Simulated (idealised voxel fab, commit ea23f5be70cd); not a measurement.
This section sets out a process module, namely voxel released beams.
The figure presents cross-section cut, which has a width of 255 nm and is divided into square cells with an edge length of 5 nm.
Heads up, the way a cross-section reads in here is a grid of square cells, handed over as bands from the top down, with every band being one or more rows of cells. Per band: top height and bottom height in nm, followed by the left-to-right materials and their widths in nm; "all across" marks a single material spanning edge to edge, "empty" marks empty space. Counting heights begins at 0, where everything beneath is, in the wafer as received, one material. The lowest band has no bottom; it goes on downwards, as "top 0, no bottom" shows. The two numbers in a width such as "30..40" mark its ends across the band: the first belongs to the top row of cells, the second to the bottom row, and from each row to the next the width moves by the same amount. "remained the same", as given for a step, is the statement that not any cell of the cross-section underwent a change during that step. In "Closed voids list" the enclosed voids are listed, meaning empty spaces of 8 cells or larger without any opening to the top. The form is width x height at distance, distance from the left edge, units nm. The remark found on a step's line after its settings is issued by the simulator itself and pertains to that step. overlay nm: right-of-plan distance of the mask on a masked step; negative values mean left-of-plan.
### These are the steps we planned for the process
1,RECEIVE | material Si
2,CONFORMAL_DEP | material SiN | thk nm 10
3,DIRECTIONAL_DEP | material SiO2 | thk nm 15
4,DIRECTIONAL_DEP | material aC | thk nm 15
5,PATTERN | tone open | mask id ANCHOR | material resist | width nm 45 | thk nm 30 | overlay nm 0
6,DIRECTIONAL_ETCH | etch materials aC | depth nm 15
7,STRIP | etch materials resist
8,DIRECTIONAL_ETCH | etch materials SiO2 | depth nm 15
9,STRIP | etch materials aC
10,CONFORMAL_DEP | material TiN | thk nm 15
11,MASKED_ETCH | tone cover | mask id BEAM | width nm 95 | etch materials TiN | depth nm 15 | overlay nm 0
12,STRIP | etch materials SiO2
### The following pertains to the first of two wafers, which was processed as planned
### Shown in cross-section is the wafer as received, that is, as it stands after step 1
    top 0, no bottom: Si all across
    Closed voids list: none
### Upon completion of step 2, the wafer appears in cross-section as shown
    top 10, bottom 0: SiN all across
    Unchanged below 0.
### Upon completion of step 3, the wafer appears in cross-section as shown
    top 25, bottom 10: SiO2 all across
    Unchanged below 10.
### Upon completion of step 4, the wafer appears in cross-section as shown
    top 40, bottom 25: aC all across
    Unchanged below 25.
### Upon completion of step 5, the wafer appears in cross-section as shown
    top 70, bottom 40: resist: 80, then empty: 45, then resist: 130
    Unchanged below 40.
### Upon completion of step 6, the wafer appears in cross-section as shown
    top 55, bottom 40: resist: 80, then empty: 45, then resist: 130
    top 40, bottom 25: aC: 80, then empty: 45, then aC: 130
    Unchanged below 25.
### Upon completion of step 7, the wafer appears in cross-section as shown
    top 40, bottom 25: aC: 80, then empty: 45, then aC: 130
    Unchanged below 25.
### Upon completion of step 8, the wafer appears in cross-section as shown
    top 40, bottom 25: aC: 80, then empty: 45, then aC: 130
    top 25, bottom 10: SiO2: 80, then empty: 45, then SiO2: 130
    Unchanged below 10.
### Upon completion of step 9, the wafer appears in cross-section as shown
    top 25, bottom 10: SiO2: 80, then empty: 45, then SiO2: 130
    Unchanged below 10.
### Upon completion of step 10, the wafer appears in cross-section as shown
    top 40, bottom 25: TiN: 95, then empty: 15, then TiN: 145
    top 25, bottom 10: SiO2: 80, then TiN: 45, then SiO2: 130
    Unchanged below 10.
### Upon completion of step 11, the wafer appears in cross-section as shown
    top 40, bottom 25: empty: 75, then TiN: 20, then empty: 15, then TiN: 60, then empty: 85
    Unchanged below 25.
### Upon completion of step 12, the wafer appears in cross-section as shown
    top 40, bottom 25: empty: 75, then TiN: 20, then empty: 15, then TiN: 60, then empty: 85
    top 25, bottom 10: empty: 80, then TiN: 45, then empty: 130
    Unchanged below 10.
### Companion wafer, the second of two: same beginning, same intended sequence, one mistake in carrying it out; through step 4 inclusive it tracks the first exactly
### Second wafer shown in cross-section at the time step 5 was slated to end
    top 70, bottom 40: empty: 80, then resist: 45, then empty: 130
    Unchanged below 40.
### Second wafer shown in cross-section at the time step 6 was slated to end
    top 55, bottom 40: empty: 80, then resist: 45, then empty: 130
    top 40, bottom 25: empty: 80, then aC: 45, then empty: 130
    Unchanged below 25.
### Second wafer shown in cross-section at the time step 7 was slated to end
    top 40, bottom 25: empty: 80, then aC: 45, then empty: 130
    Unchanged below 25.
### Second wafer shown in cross-section at the time step 8 was slated to end
    top 40, bottom 25: empty: 80, then aC: 45, then empty: 130
    top 25, bottom 10: empty: 80, then SiO2: 45, then empty: 130
    Unchanged below 10.
### Second wafer shown in cross-section at the time step 9 was slated to end
    top 25, bottom 10: empty: 80, then SiO2: 45, then empty: 130
    Unchanged below 10.
### Second wafer shown in cross-section at the time step 10 was slated to end
    top 40, bottom 25: empty: 65, then TiN: 75, then empty: 115
    top 25, bottom 10: TiN: 80, then SiO2: 45, then TiN: 130
    Unchanged below 10.
### Second wafer shown in cross-section at the time step 11 was slated to end
    top 40, bottom 25: empty: 75, then TiN: 65, then empty: 115
    top 25, bottom 10: empty: 65, then TiN: 15, then SiO2: 45, then TiN: 45, then empty: 85
    Unchanged below 10.
Second wafer shown in cross-section at the time step 12 was slated to end: remained the same
Want to know what went wrong? step 5 was processed under conditions differing from the plan, specifically as PATTERN | tone cover | mask id ANCHOR | material resist | width nm 45 | thk nm 30 | overlay nm 0
The final cell counts differ between the wafers, with the second having more or fewer of some materials than the first: SiO2 +27
